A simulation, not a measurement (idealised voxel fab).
The name of this process module is voxel air gaps.
FYI the section here is cut, 210 nm wide, cells are 5 nm squares.
A cross-section in this document is a grid of square cells, and it is written down as bands, the top band listed before the ones below it; a band is made up of one or more rows of cells. This entry defines a band. It first specifies the height of the band's top and the height of its bottom in nm, and then specifies the band's materials from left to right, stating each material with its width in nm. The word "full width" identifies a single material that fills the band from edge to edge, while the word "blank" identifies empty space. Counting heights begins at 0, where everything beneath is, in the wafer as received, one material. The lowest band has no bottom; it goes on downwards, as "0..down" shows. So if you see something like "30..40" for the width, read it as the top row of the band sitting at the first number and the bottom row at the second, with every row in between moving by the same amount as the last. Take "no alteration" at face value: in the step it is given for, the cross-section changed in none of its cells. The entry "Enclosed empty spaces" lists the empty spaces that cover at least 8 cells and have no open path to the top. Each is written as width x height at distance, where the distance is measured from the left edge and all three values are in nm. Where a step's line continues beyond its settings, the continuation is a remark by the simulator itself on that step. overlay nm, on a step with a mask: how far to the right of its planned place the mask lay; to the left if negative.

PLANNED PROCESS STEPS
1) RECEIVE | material Si
2) CONFORMAL_DEP | material SiO2 | thk nm 10
3) CONFORMAL_DEP | material SiN | thk nm 5
4) DIRECTIONAL_DEP | material SiO2 | thk nm 30
5) PATTERN | tone open | mask id LINES | material resist | width nm 20 | pitch nm 45 | thk nm 20 | overlay nm 0
6) DIRECTIONAL_ETCH | etch materials SiO2 | depth nm 30
7) STRIP | etch materials resist
8) CONFORMAL_DEP | material TiN | thk nm 5
9) FILL_DEP | material Cu | thk nm 10
10) CMP | height nm 45
11) EPI | material Ru | thk nm 10
12) SELECTIVE_ETCH | etch materials SiO2 | depth nm 40
13) CONFORMAL_DEP | material SiCN | thk nm 5

AS-RECEIVED STATE OF THE WAFER IN CROSS-SECTION, EQUIVALENT TO POST-STEP 1
  0..down: Si full width
  Enclosed empty spaces: none

WAFER AT MODULE END, IN SECTION. BEGAN AS ABOVE, PLANNED AS ABOVE, RUN WITH ONE MISTAKE
  70..65: 205 SiCN; 5 blank
  65..45: 5 SiCN; 195 Ru; 5 SiCN; 5 blank
  45..40: 25 SiCN; 5 TiN; 10 Cu; 5 TiN; 25 SiO2; 5 TiN; 10 Cu; 5 TiN; 25 SiO2; 5 TiN; 10 Cu; 5 TiN; 25 SiO2; 5 TiN; 10 Cu; 5 TiN; 25 SiCN; 5 blank
  40..20: 20 blank; 5 SiCN; 5 TiN; 10 Cu; 5 TiN; 25 SiO2; 5 TiN; 10 Cu; 5 TiN; 25 SiO2; 5 TiN; 10 Cu; 5 TiN; 25 SiO2; 5 TiN; 10 Cu; 5 TiN; 5 SiCN; 25 blank
  20..15: 25 SiCN; 20 TiN; 25 SiO2; 20 TiN; 25 SiO2; 20 TiN; 25 SiO2; 20 TiN; 30 SiCN
  15..10: SiN full width
  10..0: SiO2 full width
  0..down: Si full width
  Enclosed empty spaces: 20 x 20 at 0
Run error: step 11, plan: ran twice
